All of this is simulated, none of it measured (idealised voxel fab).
Presented below is a process module, voxel air gaps.
Cross-section cut spans 295 nm and uses square cells 5 nm in size.
A cross-section is written here as square cells arranged in a grid, and it is given in bands from the top down, each band taking up one or more rows of cells. Heights first: top, then bottom, in nm. Then materials, left to right, each with a width in nm. "everywhere" on a single material: fills the band edge to edge. "air": empty space. Ref level 0: as-received wafer is one material below here. Bottom band extends down with no lower bound ("from 0 down"). The width entry "30 to 40" should be interpreted row by row: the top row of cells in the band takes the first number, the bottom row takes the second number, and the change between adjacent rows is uniform throughout. It should be understood that the words "nothing altered", when stated for a given step, signify that the cross-section underwent no change in any of its cells during that step. Listed in "Closed void inventory": every empty space of 8 or more cells without an open way to the top. Form: width x height at distance, the distance being from the left edge, all in nm. Whatever follows a step's settings on its line is a remark the simulator itself makes about that step. For masked steps, "overlay nm" on the step line gives how far right of plan the mask actually lay; a minus sign means it lay to the left.
THIS SECTION LISTS THE PROCESS STEPS THAT WERE PLANNED
- 1: op RECEIVE | material Si
- 2: op CONFORMAL_DEP | material SiO2 | thk nm 10
- 3: op CONFORMAL_DEP | material SiCN | thk nm 5
- 4: op DIRECTIONAL_DEP | material SiO2 | thk nm 40
- 5: op DIRECTIONAL_DEP | material aC | thk nm 15
- 6: op PATTERN | tone open | mask id LINES | material resist | width nm 25 | pitch nm 50 | thk nm 30 | overlay nm 0
- 7: op DIRECTIONAL_ETCH | etch materials aC | depth nm 15
- 8: op STRIP | etch materials resist
- 9: op DIRECTIONAL_ETCH | etch materials SiO2 | depth nm 40
- 10: op STRIP | etch materials aC
- 11: op CONFORMAL_DEP | material TiN | thk nm 5
- 12: op FILL_DEP | material Cu | thk nm 10
- 13: op CMP | height nm 55
- 14: op EPI | material Ru | thk nm 10
- 15: op SELECTIVE_ETCH | etch materials SiO2 | depth nm 50
- 16: op CONFORMAL_DEP | material SiCN | thk nm 5
INCOMING WAFER IN CROSS-SECTION (STATE: AFTER STEP 1)
- from 0 down | Si everywhere
- Closed void inventory: none
A WAFER AT THE END: THIS START, THIS PLAN, ONE MISTAKE
- from 70 to 65 | air 40 nm, then SiCN 205 nm, then air 50 nm
- from 65 to 55 | air 40 nm, then SiCN 5 nm, then Ru 45 nm, then SiCN 5 nm, then Ru 45 nm, then SiCN 5 nm, then Ru 45 nm, then SiCN 5 nm, then Ru 45 nm, then SiCN 5 nm, then air 50 nm
- from 55 to 50 | air 40 nm, then SiCN 15 nm, then TiN 5 nm, then Cu 15 nm, then TiN 5 nm, then SiCN 25 nm, then TiN 5 nm, then Cu 15 nm, then TiN 5 nm, then SiCN 25 nm, then TiN 5 nm, then Cu 15 nm, then TiN 5 nm, then SiCN 25 nm, then TiN 5 nm, then Cu 15 nm, then TiN 5 nm, then SiCN 15 nm, then air 50 nm
- from 50 to 20 | air 50 nm, then SiCN 5 nm, then TiN 5 nm, then Cu 15 nm, then TiN 5 nm, then SiCN 5 nm, then air 15 nm, then SiCN 5 nm, then TiN 5 nm, then Cu 15 nm, then TiN 5 nm, then SiCN 5 nm, then air 15 nm, then SiCN 5 nm, then TiN 5 nm, then Cu 15 nm, then TiN 5 nm, then SiCN 5 nm, then air 15 nm, then SiCN 5 nm, then TiN 5 nm, then Cu 15 nm, then TiN 5 nm, then SiCN 5 nm, then air 60 nm
- from 20 to 15 | SiCN 55 nm, then TiN 25 nm, then SiCN 25 nm, then TiN 25 nm, then SiCN 25 nm, then TiN 25 nm, then SiCN 25 nm, then TiN 25 nm, then SiCN 65 nm
- from 15 to 10 | SiCN everywhere
- from 10 to 0 | SiO2 everywhere
- from 0 down | Si everywhere
- Closed void inventory: 15 x 30 at 85; 15 x 30 at 135; 15 x 30 at 185
Here's what went sideways: step 6 changed vs plan, executed as op PATTERN | tone open | mask id LINES | material resist | width nm 25 | pitch nm 50 | thk nm 30 | overlay nm -5
